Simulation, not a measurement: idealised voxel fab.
Proc. module: voxel quadruple lines
Section shown: cut. Width: 295 nm. Cell size: 5 nm, square.
Cross-section, as written here: a square-cell grid given band by band from the top down, where a band holds one or more rows of cells.
Heights first: top, then bottom, in nm. Then materials, left to right, each with a width in nm. "everywhere" on a single material: fills the band edge to edge. "empty": empty space.
The level at which height equals 0 is the one under which the wafer, as it arrives, is entirely one material. No lower edge exists for the bottom band, which continues downward and is notated as in "z 0 and below".
Read "30..40" as a graded width: first number on top, second number at the bottom, same change between each pair of neighbouring rows.
Step note "remains unaltered" = no cross-section cell changed.
"Enclosed internal voids" enumerates empty spaces isolated from the top, with no open way to it, that contain at least 8 cells, giving each as width x height at distance from the left edge, all three in nm.
On each step's line, the part that comes after the settings is the simulator's own comment on the step.
"overlay nm" on a masked step: distance the mask lay right of its planned place, negative for left.
[So here's the lineup of process steps we planned]
1 RECEIVE (material Si)
2 CONFORMAL_DEP (material Al2O3; thk nm 5)
3 DIRECTIONAL_DEP (material TiN; thk nm 15)
4 DIRECTIONAL_DEP (material polySi; thk nm 20)
5 DIRECTIONAL_DEP (material aC; thk nm 20)
6 PATTERN (tone cover; mask id MANDREL; material resist; width nm 30; thk nm 30; overlay nm 0)
7 DIRECTIONAL_ETCH (etch materials aC; depth nm 20)
8 STRIP (etch materials resist)
9 CONFORMAL_DEP (material SiO2; thk nm 10)
10 DIRECTIONAL_ETCH (etch materials SiO2; depth nm 10)
11 STRIP (etch materials aC)
12 DIRECTIONAL_ETCH (etch materials polySi; depth nm 20)
13 STRIP (etch materials SiO2)
14 CONFORMAL_DEP (material SiCN; thk nm 10)
15 DIRECTIONAL_ETCH (etch materials SiCN; depth nm 10)
16 STRIP (etch materials polySi)
17 DIRECTIONAL_ETCH (etch materials TiN; depth nm 15)
18 STRIP (etch materials SiCN)
[As-received state of the wafer in cross-section, equivalent to post-step 1]
- z 0 and below = Si everywhere
- Enclosed internal voids: none
[Result of the module, cross-sectioned: start per above, plan per above, one error in how it was run]
- z 20 to 5 = empty 110 nm | TiN 30 nm | empty 10 nm | TiN 30 nm | empty 115 nm
- z 5 to 0 = Al2O3 everywhere
- z 0 and below = Si everywhere
- Enclosed internal voids: none
Short version of what went wrong: swap of plan steps 16 and 17 during execution
